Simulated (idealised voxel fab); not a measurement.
This section sets out a process module, namely voxel transistor to metal.
cross-section cut | 290 nm wide | cells 5 nm
Cross-sections here: square-cell grids, written as top-down lists of bands, a band being one or more rows of cells.
Per band: top height and bottom height in nm, followed by the left-to-right materials and their widths in nm; "everywhere" marks a single material spanning edge to edge, "blank" marks empty space.
Heights are expressed relative to 0, this being the level below which the as-received wafer comprises one material exclusively. The lowest band is unbounded in the downward direction and is denoted as in "0 down".
Graded width ("30..40"): value in top row of band = first number; value in bottom row = second number; row-to-row change constant.
"same as before" for a step: no cell of the cross-section changed in that step.
Basically, "Closed internal voids" tells you about the enclosed voids: empty spaces with no open way to the top, 8 cells or bigger, each written width x height at distance, where distance is from the left edge, all in nm.
Past the settings on a step's line: simulator remark, on that step.
overlay nm: mask right of planned place by this much (step with mask). Neg. = left.
Pairs from here to the end. Each: cross-section before one process step, cross-section after it, the latter only as far down as the lowest band that changed. Under each: the step between, and its settings. Mind that the pairs may be taken from different runs of this module on the same starting wafer; whether a pair continues from the pair above depends on its entry headed "Before this step", and it does only where that entry says so.

Before this step:
  0 down  Si everywhere
  Closed internal voids: none

Section After Processing:
  5 to 0  SiO2 everywhere
  Below 0 it's all the same as before, nothing changed down there.
  Closed internal voids: none
Step, pre vs post cross-sections above: CONFORMAL_DEP,material SiO2,thk nm 5

Before this step: The pre-step condition corresponds to the post-step cross-section depicted in the pair directly above.

Section After Processing:
  15 to 5  SiN everywhere
  Below 5 it's all the same as before, nothing changed down there.
  Closed internal voids: none
Step, pre vs post cross-sections above: CONFORMAL_DEP,material SiN,thk nm 10

Before this step: The pre-step condition corresponds to the post-step cross-section depicted in the pair directly above.

Section After Processing:
  30 to 15  blank 25  resist 105  blank 25  resist 105  blank 30
  Below 15 it's all the same as before, nothing changed down there.
  Closed internal voids: none
Step, pre vs post cross-sections above: PATTERN,tone cover,mask id ACTIVE,material resist,width nm 105,pitch nm 130,thk nm 15,overlay nm 0

Before this step: The pre-step condition corresponds to the post-step cross-section depicted in the pair directly above.

Section After Processing:
  30 to 15  blank 25  resist 105  blank 25  resist 105  blank 30
  15 to 5  blank 25  SiN 105  blank 25  SiN 105  blank 30
  Below 5 it's all the same as before, nothing changed down there.
  Closed internal voids: none
Step, pre vs post cross-sections above: DIRECTIONAL_ETCH,etch materials SiN,depth nm 10

Before this step: The pre-step condition corresponds to the post-step cross-section depicted in the pair directly above.

Section After Processing:
  30 to 15  blank 25  resist 105  blank 25  resist 105  blank 30
  15 to 5  blank 25  SiN 105  blank 25  SiN 105  blank 30
  5 to 0  blank 25  SiO2 105  blank 25  SiO2 105  blank 30
  Below 0 it's all the same as before, nothing changed down there.
  Closed internal voids: none
Step, pre vs post cross-sections above: DIRECTIONAL_ETCH,etch materials SiO2,depth nm 5

Before this step: The pre-step condition corresponds to the post-step cross-section depicted in the pair directly above.

Section After Processing:
  30 to 15  blank 25  resist 105  blank 25  resist 105  blank 30
  15 to 5  blank 25  SiN 105  blank 25  SiN 105  blank 30
  5 to 0  blank 25  SiO2 105  blank 25  SiO2 105  blank 30
  0 to -20  blank 25  Si 105  blank 25  Si 105  blank 30
  Below -20 it's all the same as before, nothing changed down there.
  Closed internal voids: none
Step, pre vs post cross-sections above: DIRECTIONAL_ETCH,etch materials Si,depth nm 20

Before this step: The pre-step condition corresponds to the post-step cross-section depicted in the pair directly above.

Section After Processing:
  15 to 5  blank 25  SiN 105  blank 25  SiN 105  blank 30
  Below 5 it's all the same as before, nothing changed down there.
  Closed internal voids: none
Step, pre vs post cross-sections above: STRIP,etch materials resist

Before this step: The pre-step condition corresponds to the post-step cross-section depicted in the pair directly above.

Section After Processing:
  25 to 15  SiO2 everywhere
  15 to 5  SiO2 25  SiN 105  SiO2 25  SiN 105  SiO2 30
  5 to 0  SiO2 everywhere
  0 to -20  SiO2 25  Si 105  SiO2 25  Si 105  SiO2 30
  Below -20 it's all the same as before, nothing changed down there.
  Closed internal voids: none
Step, pre vs post cross-sections above: FILL_DEP,material SiO2,thk nm 10

Before this step: The pre-step condition corresponds to the post-step cross-section depicted in the pair directly above.

Section After Processing:
  15 to 5  SiO2 25  SiN 105  SiO2 25  SiN 105  SiO2 30
  Below 5 it's all the same as before, nothing changed down there.
  Closed internal voids: none
Step, pre vs post cross-sections above: CMP,height nm 15

Before this step: The pre-step condition corresponds to the post-step cross-section depicted in the pair directly above.

Section After Processing:
  15 to 5  blank 25  SiN 105  blank 25  SiN 105  blank 30
  Below 5 it's all the same as before, nothing changed down there.
  Closed internal voids: none
Step, pre vs post cross-sections above: SELECTIVE_ETCH,etch materials SiO2,depth nm 10

Before this step: The pre-step condition corresponds to the post-step cross-section depicted in the pair directly above.

Section After Processing:
  5 to 0  SiO2 everywhere
  Below 0 it's all the same as before, nothing changed down there.
  Closed internal voids: none
Step, pre vs post cross-sections above: STRIP,etch materials SiN

Before this step: The pre-step condition corresponds to the post-step cross-section depicted in the pair directly above.

Section After Processing:
  0 to -20  SiO2 25  Si 105  SiO2 25  Si 105  SiO2 30
  Below -20 it's all the same as before, nothing changed down there.
  Closed internal voids: none
Step, pre vs post cross-sections above: SELECTIVE_ETCH,etch materials SiO2,depth nm 5

Before this step: The pre-step condition corresponds to the post-step cross-section depicted in the pair directly above.

Section After Processing:
  0 to -5  SiO2 everywhere
  Below -5 it's all the same as before, nothing changed down there.
  Closed internal voids: none
Step, pre vs post cross-sections above: OXIDIZE,depth nm 5

Before this step: The pre-step condition corresponds to the post-step cross-section depicted in the pair directly above.

Section After Processing:
  20 to 0  polySi everywhere
  Below 0 it's all the same as before, nothing changed down there.
  Closed internal voids: none
Step, pre vs post cross-sections above: DIRECTIONAL_DEP,material polySi,thk nm 20

Before this step: The pre-step condition corresponds to the post-step cross-section depicted in the pair directly above.

Section After Processing:
  35 to 20  SiCN everywhere
  Below 20 it's all the same as before, nothing changed down there.
  Closed internal voids: none
Step, pre vs post cross-sections above: DIRECTIONAL_DEP,material SiCN,thk nm 15

Before this step: The pre-step condition corresponds to the post-step cross-section depicted in the pair directly above.

Section After Processing:
  45 to 35  aC everywhere
  Below 35 it's all the same as before, nothing changed down there.
  Closed internal voids: none
Step, pre vs post cross-sections above: DIRECTIONAL_DEP,material aC,thk nm 10

Before this step: The pre-step condition corresponds to the post-step cross-section depicted in the pair directly above.

Section After Processing:
  75 to 45  blank 65  resist 25  blank 105  resist 25  blank 70
  Below 45 it's all the same as before, nothing changed down there.
  Closed internal voids: none
Step, pre vs post cross-sections above: PATTERN,tone cover,mask id GATE,material resist,width nm 25,pitch nm 130,thk nm 30,overlay nm 0

Before this step: The pre-step condition corresponds to the post-step cross-section depicted in the pair directly above.

Section After Processing:
  65 to 45  blank 65  resist 25  blank 105  resist 25  blank 70
  45 to 35  blank 65  aC 25  blank 105  aC 25  blank 70
  Below 35 it's all the same as before, nothing changed down there.
  Closed internal voids: none
Step, pre vs post cross-sections above: DIRECTIONAL_ETCH,etch materials aC,depth nm 10

Before this step: The pre-step condition corresponds to the post-step cross-section depicted in the pair directly above.

Section After Processing:
  45 to 35  blank 65  aC 25  blank 105  aC 25  blank 70
  Below 35 it's all the same as before, nothing changed down there.
  Closed internal voids: none
Step, pre vs post cross-sections above: STRIP,etch materials resist

Before this step: The pre-step condition corresponds to the post-step cross-section depicted in the pair directly above.

Section After Processing:
  45 to 35  blank 65  aC 25  blank 105  aC 25  blank 70
  35 to 20  blank 65  SiCN 25  blank 105  SiCN 25  blank 70
  Below 20 it's all the same as before, nothing changed down there.
  Closed internal voids: none
Step, pre vs post cross-sections above: DIRECTIONAL_ETCH,etch materials SiCN,depth nm 25

Before this step: The pre-step condition corresponds to the post-step cross-section depicted in the pair directly above.

Section After Processing:
  45 to 35  blank 65  aC 25  blank 105  aC 25  blank 70
  35 to 20  blank 65  SiCN 25  blank 105  SiCN 25  blank 70
  20 to 0  blank 65  polySi 25  blank 105  polySi 25  blank 70
  Below 0 it's all the same as before, nothing changed down there.
  Closed internal voids: none
Step, pre vs post cross-sections above: DIRECTIONAL_ETCH,etch materials polySi,depth nm 30

Before this step: The pre-step condition corresponds to the post-step cross-section depicted in the pair directly above.

Section After Processing:
  35 to 20  blank 65  SiCN 25  blank 105  SiCN 25  blank 70
  Below 20 it's all the same as before, nothing changed down there.
  Closed internal voids: none
Step, pre vs post cross-sections above: STRIP,etch materials aC

Before this step: The pre-step condition corresponds to the post-step cross-section depicted in the pair directly above.

Section After Processing:
  40 to 35  blank 60  SiO2 35  blank 95  SiO2 35  blank 65
  35 to 20  blank 60  SiO2 5  SiCN 25  SiO2 5  blank 95  SiO2 5  SiCN 25  SiO2 5  blank 65
  20 to 5  blank 60  SiO2 5  polySi 25  SiO2 5  blank 95  SiO2 5  polySi 25  SiO2 5  blank 65
  5 to 0  SiO2 65  polySi 25  SiO2 105  polySi 25  SiO2 70
  Below 0 it's all the same as before, nothing changed down there.
  Closed internal voids: none
Step, pre vs post cross-sections above: CONFORMAL_DEP,material SiO2,thk nm 5

Before this step: The pre-step condition corresponds to the post-step cross-section depicted in the pair directly above.

Section After Processing:
  35 to 20  blank 60  SiO2 5  SiCN 25  SiO2 5  blank 95  SiO2 5  SiCN 25  SiO2 5  blank 65
  20 to 0  blank 60  SiO2 5  polySi 25  SiO2 5  blank 95  SiO2 5  polySi 25  SiO2 5  blank 65
  Below 0 it's all the same as before, nothing changed down there.
  Closed internal voids: none
Step, pre vs post cross-sections above: DIRECTIONAL_ETCH,etch materials SiO2,depth nm 5

Before this step: The pre-step condition corresponds to the post-step cross-section depicted in the pair directly above.

Section After Processing:
  40 to 35  blank 55  SiN 45  blank 85  SiN 45  blank 60
  35 to 20  blank 55  SiN 5  SiO2 5  SiCN 25  SiO2 5  SiN 5  blank 85  SiN 5  SiO2 5  SiCN 25  SiO2 5  SiN 5  blank 60
  20 to 5  blank 55  SiN 5  SiO2 5  polySi 25  SiO2 5  SiN 5  blank 85  SiN 5  SiO2 5  polySi 25  SiO2 5  SiN 5  blank 60
  5 to 0  SiN 60  SiO2 5  polySi 25  SiO2 5  SiN 95  SiO2 5  polySi 25  SiO2 5  SiN 65
  Below 0 it's all the same as before, nothing changed down there.
  Closed internal voids: none
Step, pre vs post cross-sections above: CONFORMAL_DEP,material SiN,thk nm 5

Before this step: The pre-step condition corresponds to the post-step cross-section depicted in the pair directly above.

Section After Processing:
  35 to 20  blank 55  SiN 5  SiO2 5  SiCN 25  SiO2 5  SiN 5  blank 85  SiN 5  SiO2 5  SiCN 25  SiO2 5  SiN 5  blank 60
  20 to 0  blank 55  SiN 5  SiO2 5  polySi 25  SiO2 5  SiN 5  blank 85  SiN 5  SiO2 5  polySi 25  SiO2 5  SiN 5  blank 60
  Below 0 it's all the same as before, nothing changed down there.
  Closed internal voids: none
Step, pre vs post cross-sections above: DIRECTIONAL_ETCH,etch materials SiN,depth nm 5

Before this step: The pre-step condition corresponds to the post-step cross-section depicted in the pair directly above.

Section After Processing:
  35 to 30  blank 55  SiN 5  blank 5  SiCN 25  blank 5  SiN 5  blank 85  SiN 5  blank 5  SiCN 25  blank 5  SiN 5  blank 60
  30 to 20  blank 55  SiN 5  SiO2 5  SiCN 25  SiO2 5  SiN 5  blank 85  SiN 5  SiO2 5  SiCN 25  SiO2 5  SiN 5  blank 60
  20 to 0  blank 55  SiN 5  SiO2 5  polySi 25  SiO2 5  SiN 5  blank 85  SiN 5  SiO2 5  polySi 25  SiO2 5  SiN 5  blank 60
  0 to -5  blank 55  SiO2 45  blank 85  SiO2 45  blank 60
  Below -5 it's all the same as before, nothing changed down there.
  Closed internal voids: none
Step, pre vs post cross-sections above: DIRECTIONAL_ETCH,etch materials SiO2,depth nm 5

Before this step: The pre-step condition corresponds to the post-step cross-section depicted in the pair directly above.

Section After Processing:
  35 to 30  blank 55  SiN 5  blank 5  SiCN 25  blank 5  SiN 5  blank 85  SiN 5  blank 5  SiCN 25  blank 5  SiN 5  blank 60
  30 to 20  blank 55  SiN 5  SiO2 5  SiCN 25  SiO2 5  SiN 5  blank 85  SiN 5  SiO2 5  SiCN 25  SiO2 5  SiN 5  blank 60
  20 to 0  blank 55  SiN 5  SiO2 5  polySi 25  SiO2 5  SiN 5  blank 85  SiN 5  SiO2 5  polySi 25  SiO2 5  SiN 5  blank 60
  0 to -5  blank 20  SiGe 35  SiO2 45  SiGe 35  blank 15  SiGe 35  SiO2 45  SiGe 35  blank 25
  Below -5 it's all the same as before, nothing changed down there.
  Closed internal voids: none
Step, pre vs post cross-sections above: EPI,material SiGe,thk nm 5

Before this step: The pre-step condition corresponds to the post-step cross-section depicted in the pair directly above.

Section After Processing:
  45 to 35  SiO2 everywhere
  35 to 20  SiO2 55  SiN 5  SiO2 5  SiCN 25  SiO2 5  SiN 5  SiO2 85  SiN 5  SiO2 5  SiCN 25  SiO2 5  SiN 5  SiO2 60
  20 to 0  SiO2 55  SiN 5  SiO2 5  polySi 25  SiO2 5  SiN 5  SiO2 85  SiN 5  SiO2 5  polySi 25  SiO2 5  SiN 5  SiO2 60
  0 to -5  SiO2 20  SiGe 35  SiO2 45  SiGe 35  SiO2 15  SiGe 35  SiO2 45  SiGe 35  SiO2 25
  Below -5 it's all the same as before, nothing changed down there.
  Closed internal voids: none
Step, pre vs post cross-sections above: FILL_DEP,material SiO2,thk nm 10

Before this step: The pre-step condition corresponds to the post-step cross-section depicted in the pair directly above.

Section After Processing:
  20 to 0  SiO2 55  SiN 5  SiO2 5  polySi 25  SiO2 5  SiN 5  SiO2 85  SiN 5  SiO2 5  polySi 25  SiO2 5  SiN 5  SiO2 60
  Below 0 it's all the same as before, nothing changed down there.
  Closed internal voids: none
Step, pre vs post cross-sections above: CMP,height nm 20

Before this step: The pre-step condition corresponds to the post-step cross-section depicted in the pair directly above.

Section After Processing:
  20 to 0  SiO2 55  SiN 5  SiO2 5  blank 25  SiO2 5  SiN 5  SiO2 85  SiN 5  SiO2 5  blank 25  SiO2 5  SiN 5  SiO2 60
  Below 0 it's all the same as before, nothing changed down there.
  Closed internal voids: none
Step, pre vs post cross-sections above: STRIP,etch materials polySi

Before this step: The pre-step condition corresponds to the post-step cross-section depicted in the pair directly above.

Section After Processing:
  20 to 15  blank 55  SiN 5  blank 35  SiN 5  blank 85  SiN 5  blank 35  SiN 5  blank 60
  15 to 0  SiO2 55  SiN 5  blank 35  SiN 5  SiO2 85  SiN 5  blank 35  SiN 5  SiO2 60
  0 to -5  SiO2 20  SiGe 35  SiO2 5  blank 35  SiO2 5  SiGe 35  SiO2 15  SiGe 35  SiO2 5  blank 35  SiO2 5  SiGe 35  SiO2 25
  Below -5 it's all the same as before, nothing changed down there.
  Closed internal voids: none
Step, pre vs post cross-sections above: SELECTIVE_ETCH,etch materials SiO2,depth nm 5

Before this step: The pre-step condition corresponds to the post-step cross-section depicted in the pair directly above.

Section After Processing:
  25 to 20  blank 50  HfO2 15  blank 25  HfO2 15  blank 75  HfO2 15  blank 25  HfO2 15  blank 55
  20 to 15  HfO2 55  SiN 5  HfO2 5  blank 25  HfO2 5  SiN 5  HfO2 85  SiN 5  HfO2 5  blank 25  HfO2 5  SiN 5  HfO2 60
  15 to 0  SiO2 55  SiN 5  HfO2 5  blank 25  HfO2 5  SiN 5  SiO2 85  SiN 5  HfO2 5  blank 25  HfO2 5  SiN 5  SiO2 60
  0 to -5  SiO2 20  SiGe 35  SiO2 5  HfO2 35  SiO2 5  SiGe 35  SiO2 15  SiGe 35  SiO2 5  HfO2 35  SiO2 5  SiGe 35  SiO2 25
  Below -5 it's all the same as before, nothing changed down there.
  Closed internal voids: none
Step, pre vs post cross-sections above: CONFORMAL_DEP,material HfO2,thk nm 5

Before this step: The pre-step condition corresponds to the post-step cross-section depicted in the pair directly above.

Section After Processing:
  30 to 25  blank 45  TiN 25  blank 15  TiN 25  blank 65  TiN 25  blank 15  TiN 25  blank 50
  25 to 20  TiN 50  HfO2 15  TiN 5  blank 15  TiN 5  HfO2 15  TiN 75  HfO2 15  TiN 5  blank 15  TiN 5  HfO2 15  TiN 55
  20 to 15  HfO2 55  SiN 5  HfO2 5  TiN 5  blank 15  TiN 5  HfO2 5  SiN 5  HfO2 85  SiN 5  HfO2 5  TiN 5  blank 15  TiN 5  HfO2 5  SiN 5  HfO2 60
  15 to 5  SiO2 55  SiN 5  HfO2 5  TiN 5  blank 15  TiN 5  HfO2 5  SiN 5  SiO2 85  SiN 5  HfO2 5  TiN 5  blank 15  TiN 5  HfO2 5  SiN 5  SiO2 60
  5 to 0  SiO2 55  SiN 5  HfO2 5  TiN 25  HfO2 5  SiN 5  SiO2 85  SiN 5  HfO2 5  TiN 25  HfO2 5  SiN 5  SiO2 60
  Below 0 it's all the same as before, nothing changed down there.
  Closed internal voids: none
Step, pre vs post cross-sections above: CONFORMAL_DEP,material TiN,thk nm 5

Before this step: The pre-step condition corresponds to the post-step cross-section depicted in the pair directly above.

Section After Processing:
  40 to 30  W everywhere
  30 to 25  W 45  TiN 25  W 15  TiN 25  W 65  TiN 25  W 15  TiN 25  W 50
  25 to 20  TiN 50  HfO2 15  TiN 5  W 15  TiN 5  HfO2 15  TiN 75  HfO2 15  TiN 5  W 15  TiN 5  HfO2 15  TiN 55
  20 to 15  HfO2 55  SiN 5  HfO2 5  TiN 5  W 15  TiN 5  HfO2 5  SiN 5  HfO2 85  SiN 5  HfO2 5  TiN 5  W 15  TiN 5  HfO2 5  SiN 5  HfO2 60
  15 to 5  SiO2 55  SiN 5  HfO2 5  TiN 5  W 15  TiN 5  HfO2 5  SiN 5  SiO2 85  SiN 5  HfO2 5  TiN 5  W 15  TiN 5  HfO2 5  SiN 5  SiO2 60
  Below 5 it's all the same as before, nothing changed down there.
  Closed internal voids: none
Step, pre vs post cross-sections above: FILL_DEP,material W,thk nm 10

Before this step: The pre-step condition corresponds to the post-step cross-section depicted in the pair directly above.

Section After Processing:
  15 to 5  SiO2 55  SiN 5  HfO2 5  TiN 5  W 15  TiN 5  HfO2 5  SiN 5  SiO2 85  SiN 5  HfO2 5  TiN 5  W 15  TiN 5  HfO2 5  SiN 5  SiO2 60
  Below 5 it's all the same as before, nothing changed down there.
  Closed internal voids: none
Step, pre vs post cross-sections above: CMP,height nm 15

Before this step: The pre-step condition corresponds to the post-step cross-section depicted in the pair directly above.

Section After Processing:
  25 to 15  SiO2 everywhere
  Below 15 it's all the same as before, nothing changed down there.
  Closed internal voids: none
Step, pre vs post cross-sections above: DIRECTIONAL_DEP,material SiO2,thk nm 10

Before this step: The pre-step condition corresponds to the post-step cross-section depicted in the pair directly above.

Section After Processing:
  40 to 25  aC everywhere
  Below 25 it's all the same as before, nothing changed down there.
  Closed internal voids: none
Step, pre vs post cross-sections above: DIRECTIONAL_DEP,material aC,thk nm 15

Before this step: The pre-step condition corresponds to the post-step cross-section depicted in the pair directly above.

Section After Processing:
  70 to 40  resist 35  blank 15  resist 55  blank 15  resist 45  blank 15  resist 55  blank 15  resist 40
  Below 40 it's all the same as before, nothing changed down there.
  Closed internal voids: none
Step, pre vs post cross-sections above: PATTERN,tone open,mask id CONTACT,material resist,width nm 15,thk nm 30,overlay nm 0

Before this step: The pre-step condition corresponds to the post-step cross-section depicted in the pair directly above.

Section After Processing:
  55 to 40  resist 35  blank 15  resist 55  blank 15  resist 45  blank 15  resist 55  blank 15  resist 40
  40 to 25  aC 35  blank 15  aC 55  blank 15  aC 45  blank 15  aC 55  blank 15  aC 40
  Below 25 it's all the same as before, nothing changed down there.
  Closed internal voids: none
Step, pre vs post cross-sections above: DIRECTIONAL_ETCH,etch materials aC,depth nm 15

Before this step: The pre-step condition corresponds to the post-step cross-section depicted in the pair directly above.

Section After Processing:
  40 to 25  aC 35  blank 15  aC 55  blank 15  aC 45  blank 15  aC 55  blank 15  aC 40
  Below 25 it's all the same as before, nothing changed down there.
  Closed internal voids: none
Step, pre vs post cross-sections above: STRIP,etch materials resist

Before this step: The pre-step condition corresponds to the post-step cross-section depicted in the pair directly above.

Section After Processing:
  40 to 25  aC 35  blank 15  aC 55  blank 15  aC 45  blank 15  aC 55  blank 15  aC 40
  25 to 15  SiO2 35  blank 15  SiO2 55  blank 15  SiO2 45  blank 15  SiO2 55  blank 15  SiO2 40
  15 to 5  SiO2 35  blank 15  SiO2 5  SiN 5  HfO2 5  TiN 5  W 15  TiN 5  HfO2 5  SiN 5  SiO2 5  blank 15  SiO2 45  blank 15  SiO2 5  SiN 5  HfO2 5  TiN 5  W 15  TiN 5  HfO2 5  SiN 5  SiO2 5  blank 15  SiO2 40
  5 to 0  SiO2 35  blank 15  SiO2 5  SiN 5  HfO2 5  TiN 25  HfO2 5  SiN 5  SiO2 5  blank 15  SiO2 45  blank 15  SiO2 5  SiN 5  HfO2 5  TiN 25  HfO2 5  SiN 5  SiO2 5  blank 15  SiO2 40
  Below 0 it's all the same as before, nothing changed down there.
  Closed internal voids: none
Step, pre vs post cross-sections above: DIRECTIONAL_ETCH,etch materials SiO2,depth nm 25

Before this step: The pre-step condition corresponds to the post-step cross-section depicted in the pair directly above.

Section After Processing:
  25 to 15  SiO2 35  blank 15  SiO2 55  blank 15  SiO2 45  blank 15  SiO2 55  blank 15  SiO2 40
  Below 15 it's all the same as before, nothing changed down there.
  Closed internal voids: none
Step, pre vs post cross-sections above: STRIP,etch materials aC

Before this step: The pre-step condition corresponds to the post-step cross-section depicted in the pair directly above.

Section After Processing:
  30 to 25  TiN 40  blank 5  TiN 65  blank 5  TiN 55  blank 5  TiN 65  blank 5  TiN 45
  25 to 15  SiO2 35  TiN 5  blank 5  TiN 5  SiO2 55  TiN 5  blank 5  TiN 5  SiO2 45  TiN 5  blank 5  TiN 5  SiO2 55  TiN 5  blank 5  TiN 5  SiO2 40
  15 to 5  SiO2 35  TiN 5  blank 5  TiN 5  SiO2 5  SiN 5  HfO2 5  TiN 5  W 15  TiN 5  HfO2 5  SiN 5  SiO2 5  TiN 5  blank 5  TiN 5  SiO2 45  TiN 5  blank 5  TiN 5  SiO2 5  SiN 5  HfO2 5  TiN 5  W 15  TiN 5  HfO2 5  SiN 5  SiO2 5  TiN 5  blank 5  TiN 5  SiO2 40
  5 to 0  SiO2 35  TiN 15  SiO2 5  SiN 5  HfO2 5  TiN 25  HfO2 5  SiN 5  SiO2 5  TiN 15  SiO2 45  TiN 15  SiO2 5  SiN 5  HfO2 5  TiN 25  HfO2 5  SiN 5  SiO2 5  TiN 15  SiO2 40
  Below 0 it's all the same as before, nothing changed down there.
  Closed internal voids: none
Step, pre vs post cross-sections above: CONFORMAL_DEP,material TiN,thk nm 5

Before this step: The pre-step condition corresponds to the post-step cross-section depicted in the pair directly above.

Section After Processing:
  40 to 30  Ru everywhere
  30 to 25  TiN 40  Ru 5  TiN 65  Ru 5  TiN 55  Ru 5  TiN 65  Ru 5  TiN 45
  25 to 15  SiO2 35  TiN 5  Ru 5  TiN 5  SiO2 55  TiN 5  Ru 5  TiN 5  SiO2 45  TiN 5  Ru 5  TiN 5  SiO2 55  TiN 5  Ru 5  TiN 5  SiO2 40
  15 to 5  SiO2 35  TiN 5  Ru 5  TiN 5  SiO2 5  SiN 5  HfO2 5  TiN 5  W 15  TiN 5  HfO2 5  SiN 5  SiO2 5  TiN 5  Ru 5  TiN 5  SiO2 45  TiN 5  Ru 5  TiN 5  SiO2 5  SiN 5  HfO2 5  TiN 5  W 15  TiN 5  HfO2 5  SiN 5  SiO2 5  TiN 5  Ru 5  TiN 5  SiO2 40
  Below 5 it's all the same as before, nothing changed down there.
  Closed internal voids: none
Step, pre vs post cross-sections above: FILL_DEP,material Ru,thk nm 10

Before this step: The pre-step condition corresponds to the post-step cross-section depicted in the pair directly above.

Section After Processing:
  25 to 15  SiO2 35  TiN 5  Ru 5  TiN 5  SiO2 55  TiN 5  Ru 5  TiN 5  SiO2 45  TiN 5  Ru 5  TiN 5  SiO2 55  TiN 5  Ru 5  TiN 5  SiO2 40
  Below 15 it's all the same as before, nothing changed down there.
  Closed internal voids: none
Step, pre vs post cross-sections above: CMP,height nm 25

Before this step: The pre-step condition corresponds to the post-step cross-section depicted in the pair directly above.

Section After Processing:
  30 to 25  SiN everywhere
  Below 25 it's all the same as before, nothing changed down there.
  Closed internal voids: none
Step, pre vs post cross-sections above: CONFORMAL_DEP,material SiN,thk nm 5

Before this step: The pre-step condition corresponds to the post-step cross-section depicted in the pair directly above.

Section After Processing:
  50 to 30  SiO2 everywhere
  Below 30 it's all the same as before, nothing changed down there.
  Closed internal voids: none
Step, pre vs post cross-sections above: DIRECTIONAL_DEP,material SiO2,thk nm 20

Before this step: The pre-step condition corresponds to the post-step cross-section depicted in the pair directly above.

Section After Processing:
  50 to 30  SiO2 35  blank 15  SiO2 55  blank 15  SiO2 45  blank 15  SiO2 55  blank 15  SiO2 40
  Below 30 it's all the same as before, nothing changed down there.
  Closed internal voids: none
Step, pre vs post cross-sections above: MASKED_ETCH,tone open,mask id METAL_1,width nm 15,etch materials SiO2,depth nm 20,overlay nm 0

Before this step: The pre-step condition corresponds to the post-step cross-section depicted in the pair directly above.

Section After Processing:
  50 to 30  SiO2 35  blank 15  SiO2 55  blank 15  SiO2 45  blank 15  SiO2 55  blank 15  SiO2 40
  30 to 25  SiN 35  blank 15  SiN 55  blank 15  SiN 45  blank 15  SiN 55  blank 15  SiN 40
  Below 25 it's all the same as before, nothing changed down there.
  Closed internal voids: none
Step, pre vs post cross-sections above: MASKED_ETCH,tone open,mask id METAL_1,width nm 15,etch materials SiN,depth nm 5,overlay nm 0

Before this step: The pre-step condition corresponds to the post-step cross-section depicted in the pair directly above.

Section After Processing:
  55 to 50  TiN 40  blank 5  TiN 65  blank 5  TiN 55  blank 5  TiN 65  blank 5  TiN 45
  50 to 30  SiO2 35  TiN 5  blank 5  TiN 5  SiO2 55  TiN 5  blank 5  TiN 5  SiO2 45  TiN 5  blank 5  TiN 5  SiO2 55  TiN 5  blank 5  TiN 5  SiO2 40
  30 to 25  SiN 35  TiN 15  SiN 55  TiN 15  SiN 45  TiN 15  SiN 55  TiN 15  SiN 40
  Below 25 it's all the same as before, nothing changed down there.
  Closed internal voids: none
Step, pre vs post cross-sections above: CONFORMAL_DEP,material TiN,thk nm 5

Before this step: The pre-step condition corresponds to the post-step cross-section depicted in the pair directly above.

Section After Processing:
  65 to 55  Cu everywhere
  55 to 50  TiN 40  Cu 5  TiN 65  Cu 5  TiN 55  Cu 5  TiN 65  Cu 5  TiN 45
  50 to 30  SiO2 35  TiN 5  Cu 5  TiN 5  SiO2 55  TiN 5  Cu 5  TiN 5  SiO2 45  TiN 5  Cu 5  TiN 5  SiO2 55  TiN 5  Cu 5  TiN 5  SiO2 40
  Below 30 it's all the same as before, nothing changed down there.
  Closed internal voids: none
Step, pre vs post cross-sections above: FILL_DEP,material Cu,thk nm 10

Before this step: The pre-step condition corresponds to the post-step cross-section depicted in the pair directly above.

Section After Processing:
  50 to 30  SiO2 35  TiN 5  Cu 5  TiN 5  SiO2 55  TiN 5  Cu 5  TiN 5  SiO2 45  TiN 5  Cu 5  TiN 5  SiO2 55  TiN 5  Cu 5  TiN 5  SiO2 40
  Below 30 it's all the same as before, nothing changed down there.
  Closed internal voids: none
Step, pre vs post cross-sections above: CMP,height nm 50

Before this step: The pre-step condition corresponds to the post-step cross-section depicted in the pair directly above.

Section After Processing:
  55 to 50  SiCN everywhere
  Below 50 it's all the same as before, nothing changed down there.
  Closed internal voids: none
Step, pre vs post cross-sections above: CONFORMAL_DEP,material SiCN,thk nm 5

Before this step: The pre-step condition corresponds to the post-step cross-section depicted in the pair directly above.

Section After Processing:
  80 to 55  lowk everywhere
  Below 55 it's all the same as before, nothing changed down there.
  Closed internal voids: none
Step, pre vs post cross-sections above: DIRECTIONAL_DEP,material lowk,thk nm 25

Before this step: The pre-step condition corresponds to the post-step cross-section depicted in the pair directly above.

Section After Processing:
  80 to 65  lowk 35  blank 15  lowk 115  blank 15  lowk 110
  Below 65 it's all the same as before, nothing changed down there.
  Closed internal voids: none
Step, pre vs post cross-sections above: MASKED_ETCH,tone open,mask id METAL_2,width nm 15,pitch nm 130,etch materials lowk,depth nm 15,overlay nm 0

Before this step: The pre-step condition corresponds to the post-step cross-section depicted in the pair directly above.

Section After Processing:
  80 to 55  lowk 35  blank 15  lowk 115  blank 15  lowk 110
  Below 55 it's all the same as before, nothing changed down there.
  Closed internal voids: none
Step, pre vs post cross-sections above: MASKED_ETCH,tone open,mask id METAL_2_HOLES,width nm 15,pitch nm 130,etch materials lowk,depth nm 10,overlay nm 0

Before this step: The pre-step condition corresponds to the post-step cross-section depicted in the pair directly above.

Section After Processing:
  80 to 55  lowk 35  blank 15  lowk 115  blank 15  lowk 110
  55 to 50  SiCN 35  blank 15  SiCN 115  blank 15  SiCN 110
  Below 50 it's all the same as before, nothing changed down there.
  Closed internal voids: none
Step, pre vs post cross-sections above: MASKED_ETCH,tone open,mask id METAL_2_HOLES,width nm 15,pitch nm 130,etch materials SiCN,depth nm 5,overlay nm 0

Before this step: The pre-step condition corresponds to the post-step cross-section depicted in the pair directly above.

Section After Processing:
  85 to 80  TiN 40  blank 5  TiN 125  blank 5  TiN 115
  80 to 55  lowk 35  TiN 5  blank 5  TiN 5  lowk 115  TiN 5  blank 5  TiN 5  lowk 110
  55 to 50  SiCN 35  TiN 15  SiCN 115  TiN 15  SiCN 110
  Below 50 it's all the same as before, nothing changed down there.
  Closed internal voids: none
Step, pre vs post cross-sections above: CONFORMAL_DEP,material TiN,thk nm 5

Before this step: The pre-step condition corresponds to the post-step cross-section depicted in the pair directly above.

Section After Processing:
  95 to 85  Cu everywhere
  85 to 80  TiN 40  Cu 5  TiN 125  Cu 5  TiN 115
  80 to 55  lowk 35  TiN 5  Cu 5  TiN 5  lowk 115  TiN 5  Cu 5  TiN 5  lowk 110
  Below 55 it's all the same as before, nothing changed down there.
  Closed internal voids: none
Step, pre vs post cross-sections above: FILL_DEP,material Cu,thk nm 10

Before this step: The pre-step condition corresponds to the post-step cross-section depicted in the pair directly above.

Section After Processing:
  80 to 55  lowk 35  TiN 5  Cu 5  TiN 5  lowk 115  TiN 5  Cu 5  TiN 5  lowk 110
  Below 55 it's all the same as before, nothing changed down there.
  Closed internal voids: none
Step, pre vs post cross-sections above: CMP,height nm 80
